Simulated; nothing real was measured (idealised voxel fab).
The name of this process module is voxel air gaps.
Xsec cut, 220 nm wide, square cell size 5 nm.
Cross-section format: a grid of square cells, given as bands from top to bottom; each band is one or more rows of cells. What a band's entry tells you: where the top is and where the bottom is, as heights in nm, and after that what lies inside, material by material from left to right, each with its width in nm. Empty space is written as the word "empty", and a single material marked with the word "all across" occupies the band from edge to edge. Ref level 0: as-received wafer is one material below here. Bottom band extends down with no lower bound ("0 -> down"). It should be noted that a width expressed as "30..40" varies in equal increments from row to row of cells within the band, taking the value of the first number at the top row and that of the second number at the bottom row. What does "no alteration" mean for a step? It means no cell of the cross-section changed in that step. Basically, "Closed void register" tells you about the enclosed voids: empty spaces with no open way to the top, 8 cells or bigger, each written width x height at distance, where distance is from the left edge, all in nm. Anything after a step's settings on that line? It's the simulator's own note about the step. On any step carrying a mask, the "overlay nm" setting, if present on the step's line, tells how far right of its planned place the mask lay; negative values point to the left.

-- The planned process steps are enumerated hereunder
1. RECEIVE (material Si)
2. CONFORMAL_DEP (material SiO2; thk nm 15)
3. CONFORMAL_DEP (material SiCN; thk nm 5)
4. DIRECTIONAL_DEP (material SiO2; thk nm 30)
5. DIRECTIONAL_DEP (material aC; thk nm 10)
6. PATTERN (tone open; mask id LINES; material resist; width nm 20; pitch nm 45; thk nm 30; overlay nm 0)
7. DIRECTIONAL_ETCH (etch materials aC; depth nm 10)
8. STRIP (etch materials resist)
9. DIRECTIONAL_ETCH (etch materials SiO2; depth nm 30)
10. STRIP (etch materials aC)
11. CONFORMAL_DEP (material TiN; thk nm 5)
12. FILL_DEP (material W; thk nm 10)
13. CMP (height nm 50)
14. EPI (material Ru; thk nm 10)
15. SELECTIVE_ETCH (etch materials SiO2; depth nm 40)
16. CONFORMAL_DEP (material SiCN; thk nm 5)

-- Cross-sectional view of the wafer in its as-received condition, corresponding to the state after step 1
  0 -> down: Si all across
  Closed void register: none

-- Cross-sectional view of the first of the two wafers upon completion of the module, processed in accordance with the plan
  65 -> 60: empty (15), then SiCN (185), then empty (20)
  60 -> 50: empty (15), then SiCN (5), then Ru (40), then SiCN (5), then Ru (40), then SiCN (5), then Ru (40), then SiCN (5), then Ru (40), then SiCN (5), then empty (20)
  50 -> 45: empty (15), then SiCN (15), then TiN (5), then W (10), then TiN (5), then SiCN (25), then TiN (5), then W (10), then TiN (5), then SiCN (25), then TiN (5), then W (10), then TiN (5), then SiCN (25), then TiN (5), then W (10), then TiN (5), then SiCN (15), then empty (20)
  45 -> 25: empty (25), then SiCN (5), then TiN (5), then W (10), then TiN (5), then SiCN (5), then empty (15), then SiCN (5), then TiN (5), then W (10), then TiN (5), then SiCN (5), then empty (15), then SiCN (5), then TiN (5), then W (10), then TiN (5), then SiCN (5), then empty (15), then SiCN (5), then TiN (5), then W (10), then TiN (5), then SiCN (5), then empty (30)
  25 -> 20: SiCN (30), then TiN (20), then SiCN (25), then TiN (20), then SiCN (25), then TiN (20), then SiCN (25), then TiN (20), then SiCN (35)
  20 -> 15: SiCN all across
  15 -> 0: SiO2 all across
  0 -> down: Si all across
  Closed void register: 15 x 20 at 55; 15 x 20 at 100; 15 x 20 at 145

-- Second wafer of the two, sectioned at the end of the module. It began like the first and followed the same plan, but one mistake was made while running it
  75 -> 70: SiCN all across
  70 -> 60: Ru all across
  60 -> 55: W all across
  55 -> 50: TiN (35), then W (10), then TiN (35), then W (10), then TiN (35), then W (10), then TiN (35), then W (10), then TiN (40)
  50 -> 25: SiO2 (30), then TiN (5), then W (10), then TiN (5), then SiO2 (25), then TiN (5), then W (10), then TiN (5), then SiO2 (25), then TiN (5), then W (10), then TiN (5), then SiO2 (25), then TiN (5), then W (10), then TiN (5), then SiO2 (35)
  25 -> 20: SiO2 (30), then TiN (20), then SiO2 (25), then TiN (20), then SiO2 (25), then TiN (20), then SiO2 (25), then TiN (20), then SiO2 (35)
  20 -> 15: SiCN all across
  15 -> 0: SiO2 all across
  0 -> down: Si all across
  Closed void register: none
Here's what went sideways: step 13 was run on a setting that differed from the plan, and what really ran there is CMP (height nm 60)
Counted in cells at the end, the second wafer holds more or fewer of these materials than the first: 24 more of Ru, 84 fewer of SiCN, 168 more of SiO2, 36 more of TiN, 52 more of W
By the end, 3 closed voids are present in the first wafer and 0 in the second.
